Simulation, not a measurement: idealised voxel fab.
Process module heading - voxel transistor to metal
Cross-section cut: width 285 nm, square cells of 5 nm.
Each cross-section below is a grid of square cells, stated as bands in top-down order, with one or more rows of cells making up each band. For a band, the entry starts with two heights in nm, that of the top and then that of the bottom, and carries on with the band's materials in order from left to right, each alongside its width in nm; the word "throughout" beside a single material means it fills the band edge to edge, and "empty" means empty space. All heights in this document are referenced to 0, defined as the level beneath which the wafer, as received, consists entirely of one material. The lowest band is not bounded below; it extends indefinitely downward and is written in the form "0 down". A width given as "30 to 40" starts at the first number in the band's top row and ends at the second number in its bottom row, shifting by an equal amount at every step from row to row. It should be understood that the words "remains unaltered", when stated for a given step, signify that the cross-section underwent no change in any of its cells during that step. "Closed void roster" specifies each empty space that is not open to the top and that occupies no fewer than 8 cells, using the form width x height at distance, the distance measured from the left edge and all three quantities in nm. If you see something after the settings on a step's line, that's the simulator's own remark about that step. A step's line can hold "overlay nm"; with a mask on that step, the setting says how far right of the planned place the mask lay, while a negative setting says it lay to the left.

## This section lists the process steps that were planned
1,RECEIVE: material Si
2,CONFORMAL_DEP: material SiO2, thk nm 5
3,CONFORMAL_DEP: material SiN, thk nm 10
4,DIRECTIONAL_DEP: material aC, thk nm 10
5,PATTERN: tone cover, mask id ACTIVE, material resist, width nm 90, pitch nm 115, thk nm 25, overlay nm 0
6,DIRECTIONAL_ETCH: etch materials aC, depth nm 10
7,STRIP: etch materials resist
8,DIRECTIONAL_ETCH: etch materials SiN, depth nm 10
9,DIRECTIONAL_ETCH: etch materials SiO2, depth nm 5
10,DIRECTIONAL_ETCH: etch materials Si, depth nm 25
11,STRIP: etch materials aC
12,FILL_DEP: material SiO2, thk nm 10
13,CMP: height nm 15
14,SELECTIVE_ETCH: etch materials SiO2, depth nm 10
15,STRIP: etch materials SiN
16,SELECTIVE_ETCH: etch materials SiO2, depth nm 5
17,OXIDIZE: depth nm 5
18,DIRECTIONAL_DEP: material polySi, thk nm 30
19,DIRECTIONAL_DEP: material SiCN, thk nm 15
20,PATTERN: tone cover, mask id GATE, material resist, width nm 20, pitch nm 115, thk nm 20, overlay nm 0
21,DIRECTIONAL_ETCH: etch materials SiCN, depth nm 25
22,DIRECTIONAL_ETCH: etch materials polySi, depth nm 40
23,STRIP: etch materials resist
24,CONFORMAL_DEP: material SiO2, thk nm 5
25,DIRECTIONAL_ETCH: etch materials SiO2, depth nm 5
26,CONFORMAL_DEP: material SiN, thk nm 5
27,DIRECTIONAL_ETCH: etch materials SiN, depth nm 5
28,DIRECTIONAL_ETCH: etch materials SiO2, depth nm 5
29,DIRECTIONAL_ETCH: etch materials Si, depth nm 10
30,EPI: material SiGe, thk nm 15
31,FILL_DEP: material SiO2, thk nm 5
32,CMP: height nm 45
33,DIRECTIONAL_DEP: material SiO2, thk nm 15
34,PATTERN: tone open, mask id CONTACT, material resist, width nm 15, thk nm 20, overlay nm 0
35,DIRECTIONAL_ETCH: etch materials SiO2, depth nm 60
36,STRIP: etch materials resist
37,CONFORMAL_DEP: material TiN, thk nm 5
38,FILL_DEP: material Ru, thk nm 10
39,CMP: height nm 60
40,CONFORMAL_DEP: material SiCN, thk nm 5
41,DIRECTIONAL_DEP: material lowk, thk nm 15
42,PATTERN: tone open, mask id METAL_1, material resist, width nm 15, thk nm 15, overlay nm 0
43,DIRECTIONAL_ETCH: etch materials lowk, depth nm 15
44,DIRECTIONAL_ETCH: etch materials SiCN, depth nm 5
45,STRIP: etch materials resist
46,CONFORMAL_DEP: material TiN, thk nm 5
47,FILL_DEP: material W, thk nm 5
48,CMP: height nm 80
49,CONFORMAL_DEP: material SiCN, thk nm 5
50,DIRECTIONAL_DEP: material lowk, thk nm 30
51,DIRECTIONAL_DEP: material aC, thk nm 15
52,PATTERN: tone open, mask id METAL_2, material resist, width nm 15, pitch nm 115, thk nm 30, overlay nm 0
53,DIRECTIONAL_ETCH: etch materials aC, depth nm 15
54,STRIP: etch materials resist
55,DIRECTIONAL_ETCH: etch materials lowk, depth nm 20
56,STRIP: etch materials aC
57,PATTERN: tone open, mask id METAL_2_HOLES, material resist, width nm 15, pitch nm 115, thk nm 20, overlay nm 0
58,DIRECTIONAL_ETCH: etch materials lowk, depth nm 10
59,DIRECTIONAL_ETCH: etch materials SiCN, depth nm 5
60,STRIP: etch materials resist
61,CONFORMAL_DEP: material TiN, thk nm 5
62,FILL_DEP: material Cu, thk nm 5
63,CMP: height nm 115
64,CONFORMAL_DEP: material SiN, thk nm 5

## Step 1 complete: cross-section of the wafer as received
  0 down: Si throughout
  Closed void roster: none

## Looking at the first of two wafers in cross-section at end of module - ran to plan
  120 to 115: SiN throughout
  115 to 85: lowk=45  TiN=5  Cu=5  TiN=5  lowk=100  TiN=5  Cu=5  TiN=5  lowk=110
  85 to 80: SiCN=45  TiN=15  SiCN=100  TiN=15  SiCN=110
  80 to 65: lowk=45  TiN=5  W=5  TiN=5  lowk=50  TiN=5  W=5  TiN=5  lowk=35  TiN=5  W=5  TiN=5  lowk=50  TiN=5  W=5  TiN=5  lowk=45
  65 to 60: SiCN=45  TiN=15  SiCN=50  TiN=15  SiCN=35  TiN=15  SiCN=50  TiN=15  SiCN=45
  60 to 45: SiO2=45  TiN=5  Ru=5  TiN=5  SiO2=50  TiN=5  Ru=5  TiN=5  SiO2=35  TiN=5  Ru=5  TiN=5  SiO2=50  TiN=5  Ru=5  TiN=5  SiO2=45
  45 to 30: SiO2=45  TiN=5  Ru=5  TiN=5  SiO2=5  SiN=5  SiO2=5  SiCN=20  SiO2=5  SiN=5  SiO2=5  TiN=5  Ru=5  TiN=5  SiO2=35  TiN=5  Ru=5  TiN=5  SiO2=5  SiN=5  SiO2=5  SiCN=20  SiO2=5  SiN=5  SiO2=5  TiN=5  Ru=5  TiN=5  SiO2=45
  30 to 15: SiO2=45  TiN=5  Ru=5  TiN=5  SiO2=5  SiN=5  SiO2=5  polySi=20  SiO2=5  SiN=5  SiO2=5  TiN=5  Ru=5  TiN=5  SiO2=35  TiN=5  Ru=5  TiN=5  SiO2=5  SiN=5  SiO2=5  polySi=20  SiO2=5  SiN=5  SiO2=5  TiN=5  Ru=5  TiN=5  SiO2=45
  15 to 10: SiO2=45  TiN=15  SiO2=5  SiN=5  SiO2=5  polySi=20  SiO2=5  SiN=5  SiO2=5  TiN=15  SiO2=35  TiN=15  SiO2=5  SiN=5  SiO2=5  polySi=20  SiO2=5  SiN=5  SiO2=5  TiN=15  SiO2=45
  10 to 0: SiO2=45  TiN=5  SiGe=15  SiN=5  SiO2=5  polySi=20  SiO2=5  SiN=5  SiGe=15  TiN=5  SiO2=35  TiN=5  SiGe=15  SiN=5  SiO2=5  polySi=20  SiO2=5  SiN=5  SiGe=15  TiN=5  SiO2=45
  0 to -5: SiO2=35  SiGe=30  SiO2=40  SiGe=30  SiO2=15  SiGe=30  SiO2=40  SiGe=30  SiO2=35
  -5 to -15: SiO2=40  SiGe=25  Si=40  SiGe=25  SiO2=25  SiGe=25  Si=40  SiGe=25  SiO2=40
  -15 to -25: SiO2=40  Si=90  SiO2=25  Si=90  SiO2=40
  -25 down: Si throughout
  Closed void roster: none

## Wafer two, end of module, cross-section. Same start, same plan as wafer one. One mistake in the run
  120 to 115: SiN throughout
  115 to 85: lowk=45  TiN=5  Cu=5  TiN=5  lowk=100  TiN=5  Cu=5  TiN=5  lowk=110
  85 to 80: SiCN=45  TiN=15  SiCN=100  TiN=15  SiCN=110
  80 to 65: lowk=45  TiN=5  W=5  TiN=5  lowk=50  TiN=5  W=5  TiN=5  lowk=35  TiN=5  W=5  TiN=5  lowk=50  TiN=5  W=5  TiN=5  lowk=45
  65 to 60: SiCN=45  TiN=15  SiCN=50  TiN=15  SiCN=35  TiN=15  SiCN=50  TiN=15  SiCN=45
  60 to 45: SiO2=45  TiN=5  Ru=5  TiN=5  SiO2=50  TiN=5  Ru=5  TiN=5  SiO2=35  TiN=5  Ru=5  TiN=5  SiO2=50  TiN=5  Ru=5  TiN=5  SiO2=45
  45 to 30: SiO2=45  TiN=5  Ru=5  TiN=5  SiO2=10  SiN=5  SiO2=5  SiCN=20  SiO2=5  SiN=5  TiN=5  Ru=5  TiN=5  SiO2=35  TiN=5  Ru=5  TiN=5  SiO2=10  SiN=5  SiO2=5  SiCN=20  SiO2=5  SiN=5  TiN=5  Ru=5  TiN=5  SiO2=45
  30 to 15: SiO2=45  TiN=5  Ru=5  TiN=5  SiO2=10  SiN=5  SiO2=5  polySi=20  SiO2=5  SiN=5  TiN=5  Ru=5  TiN=5  SiO2=35  TiN=5  Ru=5  TiN=5  SiO2=10  SiN=5  SiO2=5  polySi=20  SiO2=5  SiN=5  TiN=5  Ru=5  TiN=5  SiO2=45
  15 to 10: SiO2=45  TiN=15  SiO2=10  SiN=5  SiO2=5  polySi=20  SiO2=5  SiN=5  TiN=15  SiO2=35  TiN=15  SiO2=10  SiN=5  SiO2=5  polySi=20  SiO2=5  SiN=5  TiN=15  SiO2=45
  10 to 0: SiO2=45  TiN=10  SiGe=15  SiN=5  SiO2=5  polySi=20  SiO2=5  SiN=5  SiGe=15  SiO2=35  TiN=10  SiGe=15  SiN=5  SiO2=5  polySi=20  SiO2=5  SiN=5  SiGe=15  SiO2=45
  0 to -5: SiO2=35  SiGe=35  SiO2=40  SiGe=25  SiO2=15  SiGe=35  SiO2=40  SiGe=25  SiO2=35
  -5 to -15: SiO2=40  SiGe=30  Si=40  SiGe=20  SiO2=25  SiGe=30  Si=40  SiGe=20  SiO2=40
  -15 to -25: SiO2=40  Si=90  SiO2=25  Si=90  SiO2=40
  -25 down: Si throughout
  Closed void roster: none
Finding, execution versus plan: heads up, step 20 didn't go per plan, it actually ran as PATTERN: tone cover, mask id GATE, material resist, width nm 20, pitch nm 115, thk nm 20, overlay nm 5
Matching per-material cell counts, mismatched positions: that is how the second wafer compares with the first at the end.
